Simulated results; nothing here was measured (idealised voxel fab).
Process module heading - voxel self aligned contacts
The width of the displayed cross-section, cut, is 210 nm; its cells are square, with a size of 5 nm.
Square cells in a grid make up a cross-section in this document, and the grid is given as bands, listed from the top down, each one or more rows of cells.
Read a band's entry like this: the first values are the height of its top and the height of its bottom in nm, and what follows is the sequence of materials from left to right, each with its width in nm. Note that "empty" is empty space, and that a single material marked "everywhere" reaches across the band from edge to edge.
We count height from 0. Below that, the starting wafer is all one material. The lowest band never ends at the bottom but goes on down; see "top 0, no bottom" for how that is written.
The two numbers in a width such as "30..40" mark its ends across the band: the first belongs to the top row of cells, the second to the bottom row, and from each row to the next the width moves by the same amount.
Given "remained unchanged" for a step, no cell of the cross-section differs between before and after that step.
"Closed internal cavities" enumerates empty spaces isolated from the top, with no open way to it, that contain at least 8 cells, giving each as width x height at distance from the left edge, all three in nm.
What comes after the settings on a step's line is commentary from the simulator itself on that step.
overlay nm: mask offset rightward from planned place, masked step; negative means leftward offset.
Intended process steps
step 1: RECEIVE | material Si
step 2: CONFORMAL_DEP | material SiO2 | thk nm 5
step 3: DIRECTIONAL_DEP | material polySi | thk nm 20
step 4: DIRECTIONAL_DEP | material SiN | thk nm 25
step 5: PATTERN | tone cover | mask id GATE | material resist | width nm 15 | pitch nm 65 | thk nm 20 | overlay nm 0
step 6: DIRECTIONAL_ETCH | etch materials SiN | depth nm 25
step 7: DIRECTIONAL_ETCH | etch materials polySi | depth nm 20
step 8: STRIP | etch materials resist
step 9: CONFORMAL_DEP | material SiN | thk nm 10
step 10: DIRECTIONAL_ETCH | etch materials SiN | depth nm 10
step 11: FILL_DEP | material SiO2 | thk nm 15
step 12: CMP | height nm 60
step 13: PATTERN | tone open | mask id CONTACT | material resist | width nm 50 | thk nm 20 | overlay nm 0
step 14: DIRECTIONAL_ETCH | etch materials SiO2 | depth nm 60
step 15: STRIP | etch materials resist
step 16: CONFORMAL_DEP | material TiN | thk nm 5
step 17: FILL_DEP | material W | thk nm 10
step 18: CMP | height nm 60
step 19: CONFORMAL_DEP | material SiCN | thk nm 5
The wafers in this document start out alike and differ in the width nm applied at step 5; the plan shows the value used for the first wafer.
Cross-section of the first of several wafers as received (after step 1)
  top 0, no bottom = Si everywhere
  Closed internal cavities: none
Note: the following table is arranged by wafer, a row apiece. Each row reports the end-of-module state: per material, cells gained (+) or cells lost (-) compared with the wafer as received; closed voids follow
width nm 15, +42 SiCN, +102 SiN, +298 SiO2, +32 TiN, +48 W, +24 polySi, Closed internal cavities: none
width nm 20, +42 SiCN, +112 SiN, +290 SiO2, +32 TiN, +38 W, +32 polySi, Closed internal cavities: none
width nm 25, +42 SiCN, +122 SiN, +282 SiO2, +32 TiN, +28 W, +40 polySi, Closed internal cavities: none
width nm 30, +42 SiCN, +132 SiN, +274 SiO2, +32 TiN, +18 W, +48 polySi, Closed internal cavities: none
width nm 35, +42 SiCN, +142 SiN, +266 SiO2, +32 TiN, +8 W, +56 polySi, Closed internal cavities: none
width nm 40, +42 SiCN, +152 SiN, +258 SiO2, +22 TiN, +8 W, +64 polySi, Closed internal cavities: none
